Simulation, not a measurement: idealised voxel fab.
process module | voxel spacer lines
The width of the displayed cross-section, cut, is 210 nm; its cells are square, with a size of 5 nm.
Bands, listed from the top down, are how a cross-section gets written in this document; the cross-section itself is a grid of square cells, and a band is one or more rows of them. Basically the band line says how high the top is and how high the bottom is, in nm, and then what's in it from left to right, every material with its width in nm. Empty space shows up as "empty", and if a single material carries "throughout" it runs the full band edge to edge. All heights in this document are referenced to 0, defined as the level beneath which the wafer, as received, consists entirely of one material. The lowest band is not bounded below; it extends indefinitely downward and is written in the form "0..down". Width "30 to 40": first value at the band's top row of cells, second value at its bottom row, equal change from row to row. What does "changes: none" mean for a step? It means no cell of the cross-section changed in that step. The label "Catalogued sealed voids" introduces a list of the empty spaces, 8 cells or larger, that have no open way up to the top; each entry in it reads width x height at distance, where the distance is taken from the left edge and all three are stated in nm. Post-settings text on a step line: simulator's own remark regarding the step. "overlay nm" denotes, for a step that has a mask, the displacement of the mask to the right of its planned place, with negative values corresponding to the left.

**The planned process steps are enumerated hereunder**
1. RECEIVE with material Si
2. CONFORMAL_DEP with material Al2O3, thk nm 5
3. DIRECTIONAL_DEP with material polySi, thk nm 15
4. DIRECTIONAL_DEP with material aC, thk nm 20
5. PATTERN with tone cover, mask id MANDREL, material resist, width nm 15, pitch nm 60, thk nm 25, overlay nm -15
6. DIRECTIONAL_ETCH with etch materials aC, depth nm 20
7. STRIP with etch materials resist
8. CONFORMAL_DEP with material SiO2, thk nm 15
9. DIRECTIONAL_ETCH with etch materials SiO2, depth nm 15
10. STRIP with etch materials aC
11. DIRECTIONAL_ETCH with etch materials polySi, depth nm 15
12. STRIP with etch materials SiO2
13. FILL_DEP with material SiO2, thk nm 10
14. CMP with height nm 20
For clarity, it should be stated that the wafers under discussion commence in an identical condition and differ with respect to the overlay nm of step 5, the plan indicating the value that the first wafer had.

**first wafer as received, after step 1**
0..down: Si throughout
Catalogued sealed voids: none

**Wafer cross-section (first of several) - module end, post step 14 (last step)**
20..5: 35 nm SiO2 | 15 nm polySi | 15 nm SiO2 | 15 nm polySi | 15 nm SiO2 | 15 nm polySi | 15 nm SiO2 | 15 nm polySi | 70 nm SiO2
5..0: Al2O3 throughout
0..down: Si throughout
Catalogued sealed voids: none

**Cross-sectional view, end of module, last wafer of several**
20..5: 65 nm SiO2 | 15 nm polySi | 15 nm SiO2 | 15 nm polySi | 15 nm SiO2 | 15 nm polySi | 15 nm SiO2 | 15 nm polySi | 40 nm SiO2
5..0: Al2O3 throughout
0..down: Si throughout
Catalogued sealed voids: none

**Tabulated below, wafer by wafer, are the end-of-module results: for each material, the number of cells gained (+) or lost (-) relative to the as-received state, followed by the closed voids**
overlay nm -15 | +42 Al2O3 | +90 SiO2 | +36 polySi | Catalogued sealed voids: none
overlay nm -10 | +42 Al2O3 | +90 SiO2 | +36 polySi | Catalogued sealed voids: none
overlay nm -5 | +42 Al2O3 | +90 SiO2 | +36 polySi | Catalogued sealed voids: none
overlay nm 0 | +42 Al2O3 | +90 SiO2 | +36 polySi | Catalogued sealed voids: none
overlay nm 5 | +42 Al2O3 | +90 SiO2 | +36 polySi | Catalogued sealed voids: none
overlay nm 10 | +42 Al2O3 | +90 SiO2 | +36 polySi | Catalogued sealed voids: none
overlay nm 15 | +42 Al2O3 | +90 SiO2 | +36 polySi | Catalogued sealed voids: none
